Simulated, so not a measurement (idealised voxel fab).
The following process module bears the name voxel self aligned vias.
185 nm wide, 5 nm square cells: that's cross-section cut.
Notation: cross-section as square-cell grid; stated in bands, top first, going down; one or more cell rows per band.
This entry defines a band. It first specifies the height of the band's top and the height of its bottom in nm, and then specifies the band's materials from left to right, stating each material with its width in nm. The word "edge to edge" identifies a single material that fills the band from edge to edge, while the word "air" identifies empty space.
Heights from 0 (as-received wafer is one material below). Bottom band endless downward, as "from 0 down".
A two-number width, for instance "30 to 40", indicates that the width is equal to the first number in the top row of the band and to the second number in the bottom row, and that it changes by a constant amount per row of cells.
Key: "nothing was modified" - step with no changed cell in the cross-section.
The entry titled "Encapsulated voids" provides the empty spaces that have no open way to the top, restricted to those of 8 cells or more. Each is presented as width x height at distance, the distance being measured from the left edge, with all three in nm.
If you see something after the settings on a step's line, that's the simulator's own remark about that step.
overlay nm: where the mask lay relative to plan, measured to the right, on steps with a mask; negatives go left.
### Planned step list for the process
1,RECEIVE,material Si
2,CONFORMAL_DEP,material SiO2,thk nm 10
3,CONFORMAL_DEP,material SiCN,thk nm 5
4,DIRECTIONAL_DEP,material SiO2,thk nm 25
5,PATTERN,tone open,mask id LINES,material resist,width nm 25,pitch nm 55,thk nm 20,overlay nm 0
6,DIRECTIONAL_ETCH,etch materials SiO2,depth nm 25
7,STRIP,etch materials resist
8,CONFORMAL_DEP,material TiN,thk nm 5
9,FILL_DEP,material Ru,thk nm 5
10,CMP,height nm 40
11,SELECTIVE_ETCH,etch materials W Ru TiN,depth nm 5
12,FILL_DEP,material SiN,thk nm 5
13,CMP,height nm 40
14,DIRECTIONAL_DEP,material SiO2,thk nm 15
15,DIRECTIONAL_DEP,material aC,thk nm 10
16,PATTERN,tone open,mask id VIAS,material resist,width nm 35,thk nm 30,overlay nm 0
17,DIRECTIONAL_ETCH,etch materials aC,depth nm 10
18,STRIP,etch materials resist
19,DIRECTIONAL_ETCH,etch materials SiO2,depth nm 15
20,DIRECTIONAL_ETCH,etch materials SiN,depth nm 5
21,STRIP,etch materials aC
22,CONFORMAL_DEP,material TiN,thk nm 5
23,FILL_DEP,material Cu,thk nm 5
24,CMP,height nm 55
25,CONFORMAL_DEP,material SiN,thk nm 5
### Cross-sectional view of the wafer in its as-received condition, corresponding to the state after step 1
> from 0 down | Si edge to edge
> Encapsulated voids: none
### The plan above was carried out on the starting structure above with one mistake, and this cross-section shows the wafer at the end of the module
> from 60 to 55 | SiN edge to edge
> from 55 to 45 | SiO2 (45); TiN (5); Cu (25); TiN (5); SiO2 (105)
> from 45 to 40 | SiO2 (45); TiN (35); SiO2 (105)
> from 40 to 35 | SiN (45); TiN (5); SiO2 (25); TiN (5); SiN (25); SiO2 (25); SiN (55)
> from 35 to 20 | Ru (45); TiN (5); SiO2 (25); TiN (5); Ru (20); TiN (5); SiO2 (25); TiN (5); Ru (50)
> from 20 to 15 | TiN (50); SiO2 (25); TiN (30); SiO2 (25); TiN (55)
> from 15 to 10 | SiCN edge to edge
> from 10 to 0 | SiO2 edge to edge
> from 0 down | Si edge to edge
> Encapsulated voids: none
Misprocessing identified: not per plan at step 5, really ran PATTERN,tone cover,mask id LINES,material resist,width nm 25,pitch nm 55,thk nm 20,overlay nm 0
